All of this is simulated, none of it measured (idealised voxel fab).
process module | voxel tone inversion
cross-section cut | 190 nm wide | cells 5 nm
A cross-section is a grid of square cells, given in bands from the top down. A band is one or more rows of cells.
Each band's line starts with the height of the band's top and of its bottom, in nm. Then come its materials from left to right, each with its width in nm. One material with "throughout" fills the band from edge to edge. "air" is empty space.
Height 0 is the level under which the wafer as received is all one material. The lowest band goes on downwards, as in "0 down".
A width such as "30 to 40" changes by the same amount from each row of cells to the next, from the band's top row to its bottom row.
"no change" after a step means that no cell of the cross-section changed.
closed voids: empty space of 8 cells or more with no open way to the top, each as width x height at its distance from the left edge, in nm
after a step's settings: what the simulator itself notes on the step
overlay nm, on a step with a mask: how far to the right of its planned place the mask lay; to the left if negative
plan
1 op RECEIVE | material Si
2 op CONFORMAL_DEP | material SiN | thk nm 5
3 op DIRECTIONAL_DEP | material aC | thk nm 20
4 op PATTERN | tone cover | mask id POSTS | material resist | width nm 25 | pitch nm 50 | thk nm 30 | overlay nm 0
5 op DIRECTIONAL_ETCH | etch materials aC | depth nm 20
6 op STRIP | etch materials resist
7 op FILL_DEP | material lowk | thk nm 10
8 op CMP | height nm 25
9 op STRIP | etch materials aC
10 op CONFORMAL_DEP | material TiN | thk nm 5
11 op FILL_DEP | material W | thk nm 10
12 op CMP | height nm 25
13 op CONFORMAL_DEP | material SiCN | thk nm 5
as received, after step 1
  0 down: Si throughout
  closed voids: none
first wafer at the end, as planned
  30 to 25: SiCN throughout
  25 to 10: lowk 55 | TiN 5 | W 15 | TiN 5 | lowk 25 | TiN 5 | W 15 | TiN 5 | lowk 60
  10 to 5: lowk 55 | TiN 25 | lowk 25 | TiN 25 | lowk 60
  5 to 0: SiN throughout
  0 down: Si throughout
  closed voids: none
second wafer at the end: like start, like plan, one mistake
  30 to 25: SiCN throughout
  25 to 10: lowk 60 | TiN 5 | W 15 | TiN 5 | lowk 25 | TiN 5 | W 15 | TiN 5 | lowk 55
  10 to 5: lowk 60 | TiN 25 | lowk 25 | TiN 25 | lowk 55
  5 to 0: SiN throughout
  0 down: Si throughout
  closed voids: none
what went wrong: step 4 ran as: op PATTERN | tone cover | mask id POSTS | material resist | width nm 25 | pitch nm 50 | thk nm 30 | overlay nm 5
at the end the second wafer has, in cells: as many of each material as the first, in other places
